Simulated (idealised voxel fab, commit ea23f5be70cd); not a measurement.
process module | voxel transistor to metal
cross-section cut | 270 nm wide | cells 5 nm
A cross-section is a grid of square cells, given in bands from the top down. A band is one or more rows of cells.
Each band's line starts with the height of the band's top and of its bottom, in nm. Then come its materials from left to right, each with its width in nm. One material with "throughout" fills the band from edge to edge. "air" is empty space.
Height 0 is the level under which the wafer as received is all one material. The lowest band goes on downwards, as in "0 down".
A width such as "30 to 40" changes by the same amount from each row of cells to the next, from the band's top row to its bottom row.
"no change" after a step means that no cell of the cross-section changed.
closed voids: empty space of 8 cells or more with no open way to the top, each as width x height at its distance from the left edge, in nm
after a step's settings: what the simulator itself notes on the step
overlay nm, on a step with a mask: how far to the right of its planned place the mask lay; to the left if negative
plan
1 op RECEIVE | material Si
2 op CONFORMAL_DEP | material SiO2 | thk nm 5
3 op CONFORMAL_DEP | material SiN | thk nm 15
4 op DIRECTIONAL_DEP | material aC | thk nm 10
5 op PATTERN | tone cover | mask id ACTIVE | material resist | width nm 105 | pitch nm 125 | thk nm 30 | overlay nm 0
6 op DIRECTIONAL_ETCH | etch materials aC | depth nm 10
7 op STRIP | etch materials resist
8 op DIRECTIONAL_ETCH | etch materials SiN | depth nm 15
9 op DIRECTIONAL_ETCH | etch materials SiO2 | depth nm 5
10 op DIRECTIONAL_ETCH | etch materials Si | depth nm 20
11 op STRIP | etch materials aC
12 op FILL_DEP | material SiO2 | thk nm 10
13 op CMP | height nm 20
14 op SELECTIVE_ETCH | etch materials SiO2 | depth nm 5
15 op STRIP | etch materials SiN
16 op SELECTIVE_ETCH | etch materials SiO2 | depth nm 5
17 op OXIDIZE | depth nm 5
18 op DIRECTIONAL_DEP | material polySi | thk nm 25
19 op DIRECTIONAL_DEP | material SiCN | thk nm 15
20 op MASKED_ETCH | tone cover | mask id GATE | width nm 25 | pitch nm 125 | etch materials SiCN | depth nm 25 | overlay nm 0
21 op MASKED_ETCH | tone cover | mask id GATE | width nm 25 | pitch nm 125 | etch materials polySi | depth nm 35 | overlay nm 0
22 op CONFORMAL_DEP | material SiN | thk nm 5
23 op DIRECTIONAL_ETCH | etch materials SiN | depth nm 5
24 op DIRECTIONAL_ETCH | etch materials SiO2 | depth nm 5
25 op DIRECTIONAL_ETCH | etch materials Si | depth nm 10
26 op EPI | material nSi | thk nm 10
27 op FILL_DEP | material SiO2 | thk nm 5
28 op CMP | height nm 25
29 op STRIP | etch materials polySi
30 op SELECTIVE_ETCH | etch materials SiO2 | depth nm 5
31 op CONFORMAL_DEP | material HfO2 | thk nm 5
32 op CONFORMAL_DEP | material TiN | thk nm 5
33 op FILL_DEP | material W | thk nm 5
34 op CMP | height nm 20
35 op DIRECTIONAL_DEP | material SiO2 | thk nm 10
36 op PATTERN | tone open | mask id CONTACT | material resist | width nm 15 | thk nm 20 | overlay nm 0
37 op DIRECTIONAL_ETCH | etch materials SiO2 | depth nm 35
38 op STRIP | etch materials resist
39 op CONFORMAL_DEP | material TiN | thk nm 5
40 op FILL_DEP | material Ru | thk nm 10
41 op CMP | height nm 30
42 op DIRECTIONAL_DEP | material TiN | thk nm 5
43 op DIRECTIONAL_DEP | material Ru | thk nm 15
44 op MASKED_ETCH | tone cover | mask id METAL_1 | width nm 15 | etch materials Ru | depth nm 15 | overlay nm 0
45 op MASKED_ETCH | tone cover | mask id METAL_1 | width nm 15 | etch materials TiN | depth nm 5 | overlay nm 0
46 op CONFORMAL_DEP | material SiCN | thk nm 5
47 op FILL_DEP | material lowk | thk nm 5
48 op CMP | height nm 50
49 op CONFORMAL_DEP | material SiCN | thk nm 5
as received, after step 1
  0 down: Si throughout
  closed voids: none
a wafer at the end: this start, this plan, one mistake
  55 to 50: SiCN throughout
  50 to 35: lowk 25 | SiCN 5 | Ru 15 | SiCN 5 | lowk 45 | SiCN 5 | Ru 15 | SiCN 5 | lowk 30 | SiCN 5 | Ru 15 | SiCN 5 | lowk 45 | SiCN 5 | Ru 15 | SiCN 5 | lowk 25
  35 to 30: SiCN 30 | TiN 15 | SiCN 55 | TiN 15 | SiCN 40 | TiN 15 | SiCN 55 | TiN 15 | SiCN 30
  30 to 20: SiO2 30 | TiN 5 | Ru 5 | TiN 5 | SiO2 55 | TiN 5 | Ru 5 | TiN 5 | SiO2 40 | TiN 5 | Ru 5 | TiN 5 | SiO2 55 | TiN 5 | Ru 5 | TiN 5 | SiO2 30
  20 to 10: SiO2 30 | TiN 5 | Ru 5 | TiN 5 | SiO2 10 | SiN 5 | TiN 5 | HfO2 5 | W 5 | HfO2 5 | TiN 5 | SiN 5 | SiO2 10 | TiN 5 | Ru 5 | TiN 5 | SiO2 40 | TiN 5 | Ru 5 | TiN 5 | SiO2 10 | SiN 5 | TiN 5 | HfO2 5 | W 5 | HfO2 5 | TiN 5 | SiN 5 | SiO2 10 | TiN 5 | Ru 5 | TiN 5 | SiO2 30
  10 to 5: SiO2 15 | SiN 5 | SiO2 10 | TiN 5 | Ru 5 | TiN 5 | SiO2 10 | SiN 5 | TiN 5 | HfO2 5 | W 5 | HfO2 5 | TiN 5 | SiN 5 | SiO2 10 | TiN 5 | Ru 5 | TiN 5 | SiO2 10 | SiN 5 | SiO2 10 | SiN 5 | SiO2 10 | TiN 5 | Ru 5 | TiN 5 | SiO2 10 | SiN 5 | TiN 5 | HfO2 5 | W 5 | HfO2 5 | TiN 5 | SiN 5 | SiO2 10 | TiN 5 | Ru 5 | TiN 5 | SiO2 10 | SiN 5 | SiO2 15
  5 to 0: SiO2 15 | SiN 5 | SiO2 10 | TiN 5 | Ru 5 | TiN 5 | nSi 10 | SiN 5 | TiN 5 | HfO2 15 | TiN 5 | SiN 5 | nSi 10 | TiN 5 | Ru 5 | TiN 5 | SiO2 10 | SiN 5 | SiO2 10 | SiN 5 | SiO2 10 | TiN 5 | Ru 5 | TiN 5 | nSi 10 | SiN 5 | TiN 5 | HfO2 15 | TiN 5 | SiN 5 | nSi 10 | TiN 5 | Ru 5 | TiN 5 | SiO2 10 | SiN 5 | SiO2 15
  0 to -5: SiO2 30 | TiN 15 | nSi 10 | TiN 35 | nSi 10 | TiN 15 | SiO2 40 | TiN 15 | nSi 10 | TiN 35 | nSi 10 | TiN 15 | SiO2 30
  -5 to -15: SiO2 20 | nSi 35 | Si 35 | nSi 35 | SiO2 20 | nSi 35 | Si 35 | nSi 35 | SiO2 20
  -15 to -20: SiO2 20 | Si 105 | SiO2 20 | Si 105 | SiO2 20
  -20 down: Si throughout
  closed voids: none
what went wrong: steps 31 and 32 were swapped
